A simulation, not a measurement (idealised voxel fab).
Title: Process Module voxel transistor to metal
Section shown: cut. Width: 185 nm. Cell size: 5 nm, square.
Cross-section format: a grid of square cells, given as bands from top to bottom; each band is one or more rows of cells.
Band: top and bottom heights (nm) first, top before bottom; then materials from left to right, widths in nm. "edge to edge" marks a sole material filling the band edge to edge. "blank" denotes empty space.
The reference from which all heights are counted is 0, the level beneath which the as-received wafer is entirely one material; the lowest band, having no lower bound, proceeds downward and is written after the example "0..down".
Width spec "30 to 40" -> top row of cells at first value, bottom row at second value, equal per-row change in between.
Take "nothing changed" at face value: in the step it is given for, the cross-section changed in none of its cells.
Heads up: "Unvented cavities" only lists the empty pockets with no open path to the top that are 8 cells or more, and it writes them as width x height at distance, distance from the left edge, in nm.
On each step's line, the part that comes after the settings is the simulator's own comment on the step.
Each step line may optionally specify "overlay nm", which for a step with a mask gives the rightward distance between the mask's planned place and where it lay, a negative value indicating the leftward direction.
**Steps in the process plan**
1: RECEIVE with material Si
2: CONFORMAL_DEP with material SiO2, thk nm 5
3: CONFORMAL_DEP with material SiN, thk nm 10
4: DIRECTIONAL_DEP with material aC, thk nm 10
5: PATTERN with tone cover, mask id ACTIVE, material resist, width nm 100, thk nm 25, overlay nm 0
6: DIRECTIONAL_ETCH with etch materials aC, depth nm 10
7: STRIP with etch materials resist
8: DIRECTIONAL_ETCH with etch materials SiN, depth nm 10
9: DIRECTIONAL_ETCH with etch materials SiO2, depth nm 5
10: DIRECTIONAL_ETCH with etch materials Si, depth nm 25
11: STRIP with etch materials aC
12: OXIDIZE with depth nm 5
13: FILL_DEP with material SiO2, thk nm 5
14: CMP with height nm 15
15: SELECTIVE_ETCH with etch materials SiO2, depth nm 5
16: STRIP with etch materials SiN
17: SELECTIVE_ETCH with etch materials SiO2, depth nm 5
18: OXIDIZE with depth nm 5
19: DIRECTIONAL_DEP with material polySi, thk nm 30
20: DIRECTIONAL_DEP with material SiCN, thk nm 15
21: DIRECTIONAL_DEP with material aC, thk nm 15
22: PATTERN with tone cover, mask id GATE, material resist, width nm 30, thk nm 35, overlay nm 0
23: DIRECTIONAL_ETCH with etch materials aC, depth nm 15
24: STRIP with etch materials resist
25: DIRECTIONAL_ETCH with etch materials SiCN, depth nm 25
26: DIRECTIONAL_ETCH with etch materials polySi, depth nm 40
27: STRIP with etch materials aC
28: CONFORMAL_DEP with material SiN, thk nm 5
29: DIRECTIONAL_ETCH with etch materials SiN, depth nm 5
30: DIRECTIONAL_ETCH with etch materials SiO2, depth nm 5
31: DIRECTIONAL_ETCH with etch materials Si, depth nm 10
32: EPI with material SiGe, thk nm 10
33: FILL_DEP with material SiO2, thk nm 5
34: CMP with height nm 30
35: STRIP with etch materials polySi
36: SELECTIVE_ETCH with etch materials SiO2, depth nm 5
37: CONFORMAL_DEP with material HfO2, thk nm 5
38: CONFORMAL_DEP with material TiN, thk nm 5
39: FILL_DEP with material W, thk nm 5
40: CMP with height nm 25
41: DIRECTIONAL_DEP with material SiO2, thk nm 15
42: PATTERN with tone open, mask id CONTACT, material resist, width nm 15, pitch nm 75, thk nm 20, overlay nm 0
43: DIRECTIONAL_ETCH with etch materials SiO2, depth nm 45
44: STRIP with etch materials resist
45: CONFORMAL_DEP with material TiN, thk nm 5
46: FILL_DEP with material W, thk nm 10
47: CMP with height nm 40
48: CONFORMAL_DEP with material SiCN, thk nm 5
49: DIRECTIONAL_DEP with material lowk, thk nm 15
50: MASKED_ETCH with tone open, mask id METAL_1, width nm 15, pitch nm 75, etch materials lowk, depth nm 15, overlay nm 0
51: MASKED_ETCH with tone open, mask id METAL_1, width nm 15, pitch nm 75, etch materials SiCN, depth nm 5, overlay nm 0
52: CONFORMAL_DEP with material TiN, thk nm 5
53: FILL_DEP with material Cu, thk nm 5
54: CMP with height nm 60
55: CONFORMAL_DEP with material SiCN, thk nm 5
56: DIRECTIONAL_DEP with material lowk, thk nm 35
57: DIRECTIONAL_DEP with material aC, thk nm 10
58: PATTERN with tone open, mask id METAL_2, material resist, width nm 15, pitch nm 75, thk nm 25, overlay nm 0
59: DIRECTIONAL_ETCH with etch materials aC, depth nm 10
60: STRIP with etch materials resist
61: DIRECTIONAL_ETCH with etch materials lowk, depth nm 20
62: STRIP with etch materials aC
63: DIRECTIONAL_DEP with material aC, thk nm 15
64: PATTERN with tone open, mask id METAL_2_HOLES, material resist, width nm 15, pitch nm 75, thk nm 30, overlay nm 0
65: DIRECTIONAL_ETCH with etch materials aC, depth nm 15
66: STRIP with etch materials resist
67: DIRECTIONAL_ETCH with etch materials lowk, depth nm 15
68: DIRECTIONAL_ETCH with etch materials SiCN, depth nm 5
69: STRIP with etch materials aC
70: CONFORMAL_DEP with material TiN, thk nm 5
71: FILL_DEP with material Cu, thk nm 10
72: CMP with height nm 100
73: CONFORMAL_DEP with material SiCN, thk nm 5
**The cross-section here shows the wafer as received, i.e. in its state after step 1**
> 0..down = Si edge to edge
> Unvented cavities: none
**The plan above was carried out on the starting structure above with one mistake, and this cross-section shows the wafer at the end of the module**
> 105..100 = SiCN edge to edge
> 100..65 = lowk=45; TiN=5; Cu=5; TiN=5; lowk=60; TiN=5; Cu=5; TiN=5; lowk=50
> 65..60 = SiCN=45; TiN=15; SiCN=60; TiN=15; SiCN=50
> 60..45 = lowk=45; TiN=5; Cu=5; TiN=5; lowk=60; TiN=5; Cu=5; TiN=5; lowk=50
> 45..40 = SiCN=45; TiN=15; SiCN=60; TiN=15; SiCN=50
> 40..25 = SiO2=45; TiN=5; W=5; TiN=5; SiO2=60; TiN=5; W=5; TiN=5; SiO2=50
> 25..15 = SiO2=45; TiN=5; W=5; TiN=5; SiO2=10; SiN=5; HfO2=5; TiN=5; W=10; TiN=5; HfO2=5; SiN=5; SiO2=10; TiN=5; W=5; TiN=5; SiO2=50
> 15..10 = SiO2=45; TiN=15; SiO2=10; SiN=5; HfO2=5; TiN=5; W=10; TiN=5; HfO2=5; SiN=5; SiO2=10; TiN=15; SiO2=50
> 10..5 = SiO2=70; SiN=5; HfO2=5; TiN=5; W=10; TiN=5; HfO2=5; SiN=5; SiO2=75
> 5..0 = SiO2=35; SiN=5; SiO2=20; SiGe=10; SiN=5; HfO2=5; TiN=20; HfO2=5; SiN=5; SiGe=10; SiO2=20; SiN=5; SiO2=40
> 0..-5 = SiO2=60; SiGe=10; HfO2=40; SiGe=10; SiO2=65
> -5..-15 = SiO2=45; SiGe=25; Si=40; SiGe=25; SiO2=50
> -15..-30 = SiO2=45; Si=90; SiO2=50
> -30..down = Si edge to edge
> Unvented cavities: none
What was done differently from what was planned? heads up, step 41 of the plan got done twice
